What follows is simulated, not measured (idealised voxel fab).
Process module heading - voxel trench capacitor
Section shown: cut. Width: 190 nm. Cell size: 5 nm, square.
Cross-section layout: square cells on a grid; listed as bands, top to bottom; a band spans one or more cell rows.
Basically the band line says how high the top is and how high the bottom is, in nm, and then what's in it from left to right, every material with its width in nm. Empty space shows up as "air", and if a single material carries "full width" it runs the full band edge to edge.
Ref level 0: as-received wafer is one material below here. Bottom band extends down with no lower bound ("0..down").
A width given as "30 to 40" starts at the first number in the band's top row and ends at the second number in its bottom row, shifting by an equal amount at every step from row to row.
Given "no alterations made" for a step, no cell of the cross-section differs between before and after that step.
"Closed void entries" specifies each empty space that is not open to the top and that occupies no fewer than 8 cells, using the form width x height at distance, the distance measured from the left edge and all three quantities in nm.
Formally, on a step line, whatever follows the settings is a remark that the simulator itself makes on the step.
What "overlay nm" on a step's line means: if the step has a mask, that mask lay this far to the right of its planned place, or, when the value is negative, to the left.

Steps planned for the process:
1,RECEIVE (material Si)
2,CONFORMAL_DEP (material SiN; thk nm 5)
3,PATTERN (tone open; mask id TRENCH; material resist; width nm 25; pitch nm 55; thk nm 20; overlay nm 0)
4,DIRECTIONAL_ETCH (etch materials SiN; depth nm 5)
5,DIRECTIONAL_ETCH (etch materials Si; depth nm 25)
6,STRIP (etch materials resist)
7,CONFORMAL_DEP (material HfO2; thk nm 5)
8,CONFORMAL_DEP (material TiN; thk nm 5)
9,FILL_DEP (material W; thk nm 5)
10,CMP (height nm 5)
Split variable: depth nm, step 5. Plan value = first wafer. Wafers start alike.

Cross-sectional view of the first of several wafers in the as-received condition, corresponding to the state following step 1:
> 0..down  Si full width
> Closed void entries: none

Module finished, last step 10 done: cross-section of the first of several wafers:
> 5..0  55 nm SiN, then 5 nm HfO2, then 5 nm TiN, then 5 nm W, then 5 nm TiN, then 5 nm HfO2, then 30 nm SiN, then 5 nm HfO2, then 5 nm TiN, then 5 nm W, then 5 nm TiN, then 5 nm HfO2, then 55 nm SiN
> 0..-15  55 nm Si, then 5 nm HfO2, then 5 nm TiN, then 5 nm W, then 5 nm TiN, then 5 nm HfO2, then 30 nm Si, then 5 nm HfO2, then 5 nm TiN, then 5 nm W, then 5 nm TiN, then 5 nm HfO2, then 55 nm Si
> -15..-20  55 nm Si, then 5 nm HfO2, then 15 nm TiN, then 5 nm HfO2, then 30 nm Si, then 5 nm HfO2, then 15 nm TiN, then 5 nm HfO2, then 55 nm Si
> -20..-25  55 nm Si, then 25 nm HfO2, then 30 nm Si, then 25 nm HfO2, then 55 nm Si
> -25..down  Si full width
> Closed void entries: none

Last wafer of the set, cross-sectioned at end of module:
> 5..0  55 nm SiN, then 5 nm HfO2, then 5 nm TiN, then 5 nm W, then 5 nm TiN, then 5 nm HfO2, then 30 nm SiN, then 5 nm HfO2, then 5 nm TiN, then 5 nm W, then 5 nm TiN, then 5 nm HfO2, then 55 nm SiN
> 0..-40  55 nm Si, then 5 nm HfO2, then 5 nm TiN, then 5 nm W, then 5 nm TiN, then 5 nm HfO2, then 30 nm Si, then 5 nm HfO2, then 5 nm TiN, then 5 nm W, then 5 nm TiN, then 5 nm HfO2, then 55 nm Si
> -40..-45  55 nm Si, then 5 nm HfO2, then 15 nm TiN, then 5 nm HfO2, then 30 nm Si, then 5 nm HfO2, then 15 nm TiN, then 5 nm HfO2, then 55 nm Si
> -45..-50  55 nm Si, then 25 nm HfO2, then 30 nm Si, then 25 nm HfO2, then 55 nm Si
> -50..down  Si full width
> Closed void entries: none

Below is a per-wafer table. In it, each row describes the wafer at the end of the module by giving, for each material, the number of cells gained (+) or lost (-) since the wafer was received, and after that the closed voids of the wafer:
depth nm 25; +30 HfO2; -50 Si; +28 SiN; +22 TiN; +8 W; Closed void entries: none
depth nm 30; +34 HfO2; -60 Si; +28 SiN; +26 TiN; +10 W; Closed void entries: none
depth nm 35; +38 HfO2; -70 Si; +28 SiN; +30 TiN; +12 W; Closed void entries: none
depth nm 40; +42 HfO2; -80 Si; +28 SiN; +34 TiN; +14 W; Closed void entries: none
depth nm 45; +46 HfO2; -90 Si; +28 SiN; +38 TiN; +16 W; Closed void entries: none
depth nm 50; +50 HfO2; -100 Si; +28 SiN; +42 TiN; +18 W; Closed void entries: none
